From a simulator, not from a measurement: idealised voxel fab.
Presented below is a process module, voxel gate over fins.
Cross-sectional view cut (width: 205 nm; square cell size: 5 nm).
Heads up, the way a cross-section reads in here is a grid of square cells, handed over as bands from the top down, with every band being one or more rows of cells. This entry defines a band. It first specifies the height of the band's top and the height of its bottom in nm, and then specifies the band's materials from left to right, stating each material with its width in nm. The word "edge to edge" identifies a single material that fills the band from edge to edge, while the word "blank" identifies empty space. Measure heights from 0. That's the level where, below it, the as-received wafer is all one material. The lowest band is bottomless and extends downward; write it as in "0 and below". The expression "30..40" gives the width at the extremes of the band, the first number at its top row of cells and the second at its bottom row, with the width changing by equal amounts from each row to the next in between. Step note "no alteration" = no cross-section cell changed. Under "Closed internal cavities" you'll find the enclosed gaps, the ones with no way out to the top, that are 8 cells or bigger; each reads width x height at distance, with distance counted from the left edge, everything in nm. Heads up: the bit after the settings on a step's line is the simulator's remark on that step. "overlay nm" denotes, for a step that has a mask, the displacement of the mask to the right of its planned place, with negative values corresponding to the left.
**Steps in the process plan**
1,RECEIVE,material Si
2,CONFORMAL_DEP,material SiN,thk nm 10
3,PATTERN,tone cover,mask id FINS,material resist,width nm 15,pitch nm 45,thk nm 20,overlay nm 0
4,DIRECTIONAL_ETCH,etch materials SiN,depth nm 10
5,DIRECTIONAL_ETCH,etch materials Si,depth nm 35
6,STRIP,etch materials resist
7,FILL_DEP,material SiO2,thk nm 10
8,CMP,height nm 10
9,SELECTIVE_ETCH,etch materials SiO2,depth nm 20
10,STRIP,etch materials SiN
11,CONFORMAL_DEP,material HfO2,thk nm 5
12,CONFORMAL_DEP,material TiN,thk nm 5
13,FILL_DEP,material W,thk nm 15
14,CMP,height nm 20
15,CONFORMAL_DEP,material SiCN,thk nm 10
**First out of two wafers; run went to plan**
**Step 1 complete: cross-section of the wafer as received**
- 0 and below | Si edge to edge
- Closed internal cavities: none
**Step 2 complete: cross-section through the wafer**
- 10 down to 0 | SiN edge to edge
- Nothing below the height 0 has changed.
**Step 3 complete: cross-section through the wafer**
- 30 down to 10 | blank 25, resist 15, blank 30, resist 15, blank 30, resist 15, blank 30, resist 15, blank 30
- Nothing below the height 10 has changed.
**Step 4 complete: cross-section through the wafer**
- 30 down to 10 | blank 25, resist 15, blank 30, resist 15, blank 30, resist 15, blank 30, resist 15, blank 30
- 10 down to 0 | blank 25, SiN 15, blank 30, SiN 15, blank 30, SiN 15, blank 30, SiN 15, blank 30
- Nothing below the height 0 has changed.
**Step 5 complete: cross-section through the wafer**
- 30 down to 10 | blank 25, resist 15, blank 30, resist 15, blank 30, resist 15, blank 30, resist 15, blank 30
- 10 down to 0 | blank 25, SiN 15, blank 30, SiN 15, blank 30, SiN 15, blank 30, SiN 15, blank 30
- 0 down to -35 | blank 25, Si 15, blank 30, Si 15, blank 30, Si 15, blank 30, Si 15, blank 30
- Nothing below the height -35 has changed.
**Step 6 complete: cross-section through the wafer**
- 10 down to 0 | blank 25, SiN 15, blank 30, SiN 15, blank 30, SiN 15, blank 30, SiN 15, blank 30
- Nothing below the height 0 has changed.
**Step 7 complete: cross-section through the wafer**
- 20 down to 10 | SiO2 edge to edge
- 10 down to 0 | SiO2 25, SiN 15, SiO2 30, SiN 15, SiO2 30, SiN 15, SiO2 30, SiN 15, SiO2 30
- 0 down to -35 | SiO2 25, Si 15, SiO2 30, Si 15, SiO2 30, Si 15, SiO2 30, Si 15, SiO2 30
- Nothing below the height -35 has changed.
**Step 8 complete: cross-section through the wafer**
- 10 down to 0 | SiO2 25, SiN 15, SiO2 30, SiN 15, SiO2 30, SiN 15, SiO2 30, SiN 15, SiO2 30
- Nothing below the height 0 has changed.
**Step 9 complete: cross-section through the wafer**
- 10 down to 0 | blank 25, SiN 15, blank 30, SiN 15, blank 30, SiN 15, blank 30, SiN 15, blank 30
- 0 down to -10 | blank 25, Si 15, blank 30, Si 15, blank 30, Si 15, blank 30, Si 15, blank 30
- Nothing below the height -10 has changed.
**Step 10 complete: cross-section through the wafer**
- 0 down to -10 | blank 25, Si 15, blank 30, Si 15, blank 30, Si 15, blank 30, Si 15, blank 30
- Nothing below the height -10 has changed.
**Step 11 complete: cross-section through the wafer**
- 5 down to 0 | blank 20, HfO2 25, blank 20, HfO2 25, blank 20, HfO2 25, blank 20, HfO2 25, blank 25
- 0 down to -5 | blank 20, HfO2 5, Si 15, HfO2 5, blank 20, HfO2 5, Si 15, HfO2 5, blank 20, HfO2 5, Si 15, HfO2 5, blank 20, HfO2 5, Si 15, HfO2 5, blank 25
- -5 down to -10 | HfO2 25, Si 15, HfO2 30, Si 15, HfO2 30, Si 15, HfO2 30, Si 15, HfO2 30
- Nothing below the height -10 has changed.
**Step 12 complete: cross-section through the wafer**
- 10 down to 5 | blank 15, TiN 35, blank 10, TiN 35, blank 10, TiN 35, blank 10, TiN 35, blank 20
- 5 down to 0 | blank 15, TiN 5, HfO2 25, TiN 5, blank 10, TiN 5, HfO2 25, TiN 5, blank 10, TiN 5, HfO2 25, TiN 5, blank 10, TiN 5, HfO2 25, TiN 5, blank 20
- 0 down to -5 | TiN 20, HfO2 5, Si 15, HfO2 5, TiN 20, HfO2 5, Si 15, HfO2 5, TiN 20, HfO2 5, Si 15, HfO2 5, TiN 20, HfO2 5, Si 15, HfO2 5, TiN 25
- Nothing below the height -5 has changed.
**Step 13 complete: cross-section through the wafer**
- 25 down to 10 | W edge to edge
- 10 down to 5 | W 15, TiN 35, W 10, TiN 35, W 10, TiN 35, W 10, TiN 35, W 20
- 5 down to 0 | W 15, TiN 5, HfO2 25, TiN 5, W 10, TiN 5, HfO2 25, TiN 5, W 10, TiN 5, HfO2 25, TiN 5, W 10, TiN 5, HfO2 25, TiN 5, W 20
- Nothing below the height 0 has changed.
**Step 14 complete: cross-section through the wafer**
- 20 down to 10 | W edge to edge
- Nothing below the height 10 has changed.
**Step 15 complete: cross-section through the wafer**
- 30 down to 20 | SiCN edge to edge
- Nothing below the height 20 has changed.
**Second wafer: same start and same plan as the first, one execution error; identical to the first through step 4**
**Cross-section of the second wafer at the time step 5 of the plan should have ended**
- 30 down to 10 | blank 25, resist 15, blank 30, resist 15, blank 30, resist 15, blank 30, resist 15, blank 30
- 10 down to 0 | blank 25, SiN 15, blank 30, SiN 15, blank 30, SiN 15, blank 30, SiN 15, blank 30
- 0 down to -40 | blank 25, Si 15, blank 30, Si 15, blank 30, Si 15, blank 30, Si 15, blank 30
- Nothing below the height -40 has changed.
**Cross-section of the second wafer at the time step 6 of the plan should have ended**
- 10 down to 0 | blank 25, SiN 15, blank 30, SiN 15, blank 30, SiN 15, blank 30, SiN 15, blank 30
- Nothing below the height 0 has changed.
**Cross-section of the second wafer at the time step 7 of the plan should have ended**
- 20 down to 10 | SiO2 edge to edge
- 10 down to 0 | SiO2 25, SiN 15, SiO2 30, SiN 15, SiO2 30, SiN 15, SiO2 30, SiN 15, SiO2 30
- 0 down to -40 | SiO2 25, Si 15, SiO2 30, Si 15, SiO2 30, Si 15, SiO2 30, Si 15, SiO2 30
- Nothing below the height -40 has changed.
**Cross-section of the second wafer at the time step 8 of the plan should have ended**
- 10 down to 0 | SiO2 25, SiN 15, SiO2 30, SiN 15, SiO2 30, SiN 15, SiO2 30, SiN 15, SiO2 30
- Nothing below the height 0 has changed.
**Cross-section of the second wafer at the time step 9 of the plan should have ended**
- 10 down to 0 | blank 25, SiN 15, blank 30, SiN 15, blank 30, SiN 15, blank 30, SiN 15, blank 30
- 0 down to -10 | blank 25, Si 15, blank 30, Si 15, blank 30, Si 15, blank 30, Si 15, blank 30
- Nothing below the height -10 has changed.
**Cross-section of the second wafer at the time step 10 of the plan should have ended**
- 0 down to -10 | blank 25, Si 15, blank 30, Si 15, blank 30, Si 15, blank 30, Si 15, blank 30
- Nothing below the height -10 has changed.
**Cross-section of the second wafer at the time step 11 of the plan should have ended**
- 5 down to 0 | blank 20, HfO2 25, blank 20, HfO2 25, blank 20, HfO2 25, blank 20, HfO2 25, blank 25
- 0 down to -5 | blank 20, HfO2 5, Si 15, HfO2 5, blank 20, HfO2 5, Si 15, HfO2 5, blank 20, HfO2 5, Si 15, HfO2 5, blank 20, HfO2 5, Si 15, HfO2 5, blank 25
- -5 down to -10 | HfO2 25, Si 15, HfO2 30, Si 15, HfO2 30, Si 15, HfO2 30, Si 15, HfO2 30
- Nothing below the height -10 has changed.
**Cross-section of the second wafer at the time step 12 of the plan should have ended**
- 10 down to 5 | blank 15, TiN 35, blank 10, TiN 35, blank 10, TiN 35, blank 10, TiN 35, blank 20
- 5 down to 0 | blank 15, TiN 5, HfO2 25, TiN 5, blank 10, TiN 5, HfO2 25, TiN 5, blank 10, TiN 5, HfO2 25, TiN 5, blank 10, TiN 5, HfO2 25, TiN 5, blank 20
- 0 down to -5 | TiN 20, HfO2 5, Si 15, HfO2 5, TiN 20, HfO2 5, Si 15, HfO2 5, TiN 20, HfO2 5, Si 15, HfO2 5, TiN 20, HfO2 5, Si 15, HfO2 5, TiN 25
- Nothing below the height -5 has changed.
**Cross-section of the second wafer at the time step 13 of the plan should have ended**
- 25 down to 10 | W edge to edge
- 10 down to 5 | W 15, TiN 35, W 10, TiN 35, W 10, TiN 35, W 10, TiN 35, W 20
- 5 down to 0 | W 15, TiN 5, HfO2 25, TiN 5, W 10, TiN 5, HfO2 25, TiN 5, W 10, TiN 5, HfO2 25, TiN 5, W 10, TiN 5, HfO2 25, TiN 5, W 20
- Nothing below the height 0 has changed.
**Cross-section of the second wafer at the time step 14 of the plan should have ended**
- 20 down to 10 | W edge to edge
- Nothing below the height 10 has changed.
**Cross-section of the second wafer at the time step 15 of the plan should have ended**
- 30 down to 20 | SiCN edge to edge
- Nothing below the height 20 has changed.
Plan not followed: step 5 changed vs plan, executed as DIRECTIONAL_ETCH,etch materials Si,depth nm 40
In the final state, the cell counts of the second wafer exceed or fall short of those of the first for the following materials: -29 Si; +29 SiO2
